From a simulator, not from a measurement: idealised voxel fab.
This is a process module. Its name is voxel trench capacitor.
Shown is cross-section cut, with a width of 140 nm and square cells of size 5 nm.
Cross-section format: a grid of square cells, given as bands from top to bottom; each band is one or more rows of cells. Band: top and bottom heights (nm) first, top before bottom; then materials from left to right, widths in nm. "full width" marks a sole material filling the band edge to edge. "empty" denotes empty space. Heads up on the height convention: 0 is the point under which the incoming wafer is all one material, and the lowest band has no bottom, it just keeps going down, like "0 -> down". You'd read "30..40" like this: the band's top row of cells is as wide as the first number, its bottom row is as wide as the second, and going down, every row changes width by the same amount as the row before did. "nothing different", as given for a step, is the statement that not any cell of the cross-section underwent a change during that step. "Voids, fully enclosed": empty spaces of 8 cells or more with no open way to the top, each given as width x height at distance, distance from the left edge, all in nm. Where a step's line continues beyond its settings, the continuation is a remark by the simulator itself on that step. "overlay nm" answers the question of how far to the right of plan the mask lay on a step that has a mask, and when it is negative the answer is to the left.
-- Intended process steps
1. RECEIVE [material Si]
2. CONFORMAL_DEP [material SiN] [thk nm 10]
3. PATTERN [tone open] [mask id TRENCH] [material resist] [width nm 20] [pitch nm 40] [thk nm 15] [overlay nm 0]
4. DIRECTIONAL_ETCH [etch materials SiN] [depth nm 10]
5. DIRECTIONAL_ETCH [etch materials Si] [depth nm 25]
6. STRIP [etch materials resist]
7. CONFORMAL_DEP [material SiO2] [thk nm 5]
8. FILL_DEP [material polySi] [thk nm 10]
9. CMP [height nm 10]
-- Wafer at receipt (post step 1), cross-section
> 0 -> down | Si full width
> Voids, fully enclosed: none
-- Starting wafer: above. Plan: above. Run: one mistake. Cross-section after the module: below
> 10 -> 0 | 40 nm SiN, 5 nm SiO2, 10 nm SiN, 5 nm SiO2, 20 nm SiN, 5 nm SiO2, 10 nm SiN, 5 nm SiO2, 40 nm SiN
> 0 -> -20 | 40 nm Si, 5 nm SiO2, 10 nm SiN, 5 nm SiO2, 20 nm Si, 5 nm SiO2, 10 nm SiN, 5 nm SiO2, 40 nm Si
> -20 -> -25 | 40 nm Si, 20 nm SiO2, 20 nm Si, 20 nm SiO2, 40 nm Si
> -25 -> down | Si full width
> Voids, fully enclosed: none
Diagnosis: for step 8, the planned setting was not used; the step was instead run as FILL_DEP [material SiN] [thk nm 10]
